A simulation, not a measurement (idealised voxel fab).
Presented below is a process module, voxel capacitor over wiring.
Section shown: cut. Width: 245 nm. Cell size: 5 nm, square.
We lay out every cross-section as a grid of square cells and spell it out in bands from the top down, where one band means one or more rows of cells.
Band entry format. Leading values: height of top, height of bottom, nm. Remainder: materials in left-to-right order, each with its width in nm. Special words: "all across" on a single material, which then fills the band edge to edge; "air", empty space.
Height reference: 0 = level under which incoming wafer is all one material. Lowest band: no bottom, runs on downward, e.g. "0 and below".
A two-number width, for instance "30..40", indicates that the width is equal to the first number in the top row of the band and to the second number in the bottom row, and that it changes by a constant amount per row of cells.
Basically "no modifications" means that step didn't change any cell in the cross-section.
In "Cavities, sealed" the enclosed voids are listed, meaning empty spaces of 8 cells or larger without any opening to the top. The form is width x height at distance, distance from the left edge, units nm.
On each step's line, the part that comes after the settings is the simulator's own comment on the step.
"overlay nm" denotes, for a step that has a mask, the displacement of the mask to the right of its planned place, with negative values corresponding to the left.
Here's what the planned process steps look like:
1 RECEIVE [material Si]
2 CONFORMAL_DEP [material SiO2] [thk nm 15]
3 DIRECTIONAL_DEP [material TiN] [thk nm 5]
4 DIRECTIONAL_DEP [material Ru] [thk nm 25]
5 PATTERN [tone cover] [mask id METAL_1] [material resist] [width nm 20] [pitch nm 75] [thk nm 20] [overlay nm 0]
6 DIRECTIONAL_ETCH [etch materials Ru] [depth nm 25]
7 DIRECTIONAL_ETCH [etch materials TiN] [depth nm 5]
8 STRIP [etch materials resist]
9 CONFORMAL_DEP [material SiCN] [thk nm 5]
10 FILL_DEP [material SiO2] [thk nm 5]
11 CMP [height nm 45]
12 CONFORMAL_DEP [material SiCN] [thk nm 5]
13 DIRECTIONAL_DEP [material lowk] [thk nm 20]
14 MASKED_ETCH [tone open] [mask id PLUG_1] [width nm 15] [etch materials lowk] [depth nm 20] [overlay nm 0]
15 MASKED_ETCH [tone open] [mask id PLUG_1] [width nm 15] [etch materials SiCN] [depth nm 5] [overlay nm 0]
16 CONFORMAL_DEP [material TiN] [thk nm 5]
17 FILL_DEP [material W] [thk nm 10]
18 CMP [height nm 70]
19 DIRECTIONAL_DEP [material TiN] [thk nm 5]
20 DIRECTIONAL_DEP [material SiN] [thk nm 5]
21 DIRECTIONAL_DEP [material TiN] [thk nm 10]
22 DIRECTIONAL_DEP [material aC] [thk nm 10]
23 PATTERN [tone cover] [mask id UPPER_PLATE] [material resist] [width nm 60] [thk nm 25] [overlay nm 0]
24 DIRECTIONAL_ETCH [etch materials aC] [depth nm 10]
25 STRIP [etch materials resist]
26 DIRECTIONAL_ETCH [etch materials TiN] [depth nm 10]
27 DIRECTIONAL_ETCH [etch materials SiN] [depth nm 5]
28 STRIP [etch materials aC]
29 PATTERN [tone cover] [mask id LOWER_PLATE] [material resist] [width nm 70] [thk nm 15] [overlay nm 0]
30 DIRECTIONAL_ETCH [etch materials TiN] [depth nm 5]
31 STRIP [etch materials resist]
32 FILL_DEP [material SiO2] [thk nm 20]
33 CMP [height nm 105]
34 PATTERN [tone open] [mask id PLUG_2] [material resist] [width nm 15] [thk nm 20] [overlay nm 0]
35 DIRECTIONAL_ETCH [etch materials SiO2] [depth nm 15]
36 STRIP [etch materials resist]
37 CONFORMAL_DEP [material TiN] [thk nm 5]
38 FILL_DEP [material Ru] [thk nm 10]
39 CMP [height nm 105]
40 CONFORMAL_DEP [material SiN] [thk nm 5]
Wafers differ in thk nm at step 3; plan lists the first wafer's value; identical starting state.
The first of several wafers in cross-section, exactly as it reached us after step 1:
	0 and below | Si all across
	Cavities, sealed: none
Per-wafer rows below. For each material: cells gained (+) or lost (-) since the wafer was received, as of end of module. Then: closed voids:
thk nm 5, +42 Ru, +107 SiCN, +61 SiN, +616 SiO2, +64 TiN, +4 W, +184 lowk, Cavities, sealed: none
thk nm 10, +34 Ru, +103 SiCN, +61 SiN, +579 SiO2, +113 TiN, +4 W, +184 lowk, Cavities, sealed: none
thk nm 15, +26 Ru, +99 SiCN, +61 SiN, +542 SiO2, +162 TiN, +4 W, +184 lowk, Cavities, sealed: none
thk nm 20, +18 Ru, +95 SiCN, +61 SiN, +505 SiO2, +211 TiN, +4 W, +184 lowk, Cavities, sealed: none
